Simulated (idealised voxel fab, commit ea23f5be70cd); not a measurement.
Proc. module: voxel released beams
This is section cut - it's 140 nm across, gridded in 5 nm square cells.
Reading order for cross-sections: top band down to bottom band. Underlying form: a grid of square cells. Band size: one or more rows of cells.
Top height, bottom height, nm. Materials left to right, width each, nm. Single material + "throughout" = fills band edge to edge. "air" = empty.
Counting heights begins at 0, where everything beneath is, in the wafer as received, one material. The lowest band has no bottom; it goes on downwards, as "0 and below" shows.
Width "30 to 40": first value at the band's top row of cells, second value at its bottom row, equal change from row to row.
"nothing got changed", as given for a step, is the statement that not any cell of the cross-section underwent a change during that step.
Enclosed voids (no open way to top), threshold 8 cells or more, entry "Closed cavity list", notation width x height at distance, distance from left edge, nm.
Step line, after settings: the simulator's comment on this step.
overlay nm: for a step with a mask, the amount by which the mask lay right of where it was planned; a negative amount means left of it.

[The process steps that were planned are listed below]
1 RECEIVE with material Si
2 CONFORMAL_DEP with material Al2O3, thk nm 5
3 DIRECTIONAL_DEP with material SiO2, thk nm 15
4 PATTERN with tone open, mask id ANCHOR, material resist, width nm 30, thk nm 15, overlay nm 0
5 DIRECTIONAL_ETCH with etch materials SiO2, depth nm 15
6 STRIP with etch materials resist
7 CONFORMAL_DEP with material W, thk nm 10
8 MASKED_ETCH with tone cover, mask id BEAM, width nm 85, etch materials W, depth nm 10, overlay nm 0
9 STRIP with etch materials SiO2

[Cross-sectional view of the wafer in its as-received condition, corresponding to the state after step 1]
> 0 and below = Si throughout
> Closed cavity list: none

[Module complete, cross-section. Starting point and plan per above. One mistake made in running the module]
> 30 down to 20 = air=25 | W=45 | air=70
> 20 down to 15 = air=20 | W=10 | SiO2=30 | W=10 | air=70
> 15 down to 5 = air=20 | W=10 | SiO2=30 | W=50 | air=30
> 5 down to 0 = Al2O3 throughout
> 0 and below = Si throughout
> Closed cavity list: none
Plan not followed: step 4 went in with a setting other than planned; the actual run was PATTERN with tone cover, mask id ANCHOR, material resist, width nm 30, thk nm 15, overlay nm 0
